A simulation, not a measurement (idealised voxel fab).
Module name: voxel quadruple lines (process module)
Each square cell in cross-section cut measures 5 nm, and the section as a whole is 190 nm wide.
For the purposes of this document, a cross-section shall be understood as a grid of square cells, specified as bands listed in top-to-bottom order, each band consisting of one or more rows of cells.
It is stipulated that each band's entry specify, in nanometres, the height of the top of the band and then that of its bottom, followed by the materials of the band in left-to-right sequence, each together with its width in nanometres. A single material marked by the word "throughout" is understood to fill the band from edge to edge; the word "empty" is understood to denote empty space.
Zero point of the height axis is 0; under it, received wafer = one material. Lowest band: continues down indefinitely, "0 nm and below".
Top row gets the first number, bottom row gets the second, and each row in between changes by the same step: that is how a band width like "30->40" works.
Step note "no modifications" = no cross-section cell changed.
Entry "Closed-off voids". Content: empty spaces with no open connection to the top, size 8 cells or greater. Each: width x height at distance. Distance: from left edge. Unit: nm.
Text after the settings on a step's line: the simulator's own remark on that step.
overlay nm: step with mask; distance mask lay right of planned place; negative value = left of planned place.
Intended process steps
- 1: op RECEIVE | material Si
- 2: op CONFORMAL_DEP | material SiO2 | thk nm 10
- 3: op DIRECTIONAL_DEP | material W | thk nm 15
- 4: op DIRECTIONAL_DEP | material polySi | thk nm 15
- 5: op DIRECTIONAL_DEP | material aC | thk nm 25
- 6: op PATTERN | tone cover | mask id MANDREL | material resist | width nm 20 | pitch nm 60 | thk nm 30 | overlay nm 0
- 7: op DIRECTIONAL_ETCH | etch materials aC | depth nm 25
- 8: op STRIP | etch materials resist
- 9: op CONFORMAL_DEP | material SiO2 | thk nm 10
- 10: op DIRECTIONAL_ETCH | etch materials SiO2 | depth nm 10
- 11: op STRIP | etch materials aC
- 12: op DIRECTIONAL_ETCH | etch materials polySi | depth nm 15
- 13: op STRIP | etch materials SiO2
- 14: op CONFORMAL_DEP | material SiCN | thk nm 5
- 15: op DIRECTIONAL_ETCH | etch materials SiCN | depth nm 5
- 16: op STRIP | etch materials polySi
- 17: op DIRECTIONAL_ETCH | etch materials W | depth nm 15
- 18: op STRIP | etch materials SiCN
Cross-section of the wafer upon arrival, representing the state reached after step 1
0 nm and below  Si throughout
Closed-off voids: none
Here's the cross-section of the first of our two wafers at the end of the module - it ran as planned
25 nm to 10 nm  40 nm empty; 5 nm W; 10 nm empty; 5 nm W; 10 nm empty; 5 nm W; 10 nm empty; 5 nm W; 10 nm empty; 5 nm W; 10 nm empty; 5 nm W; 10 nm empty; 5 nm W; 10 nm empty; 5 nm W; 40 nm empty
10 nm to 0 nm  SiO2 throughout
0 nm and below  Si throughout
Closed-off voids: none
Second of two wafers, module complete, sectioned: it shares the first wafer's start and plan but was run with one mistake
25 nm to 10 nm  50 nm empty; 5 nm W; 10 nm empty; 5 nm W; 10 nm empty; 5 nm W; 10 nm empty; 5 nm W; 10 nm empty; 5 nm W; 10 nm empty; 5 nm W; 10 nm empty; 5 nm W; 10 nm empty; 5 nm W; 30 nm empty
10 nm to 0 nm  SiO2 throughout
0 nm and below  Si throughout
Closed-off voids: none
Deviation from plan: off-plan run, step 6, actual operation and settings op PATTERN | tone cover | mask id MANDREL | material resist | width nm 20 | pitch nm 60 | thk nm 30 | overlay nm 10
Cell counts per material: same on both final wafers. Positions: different.
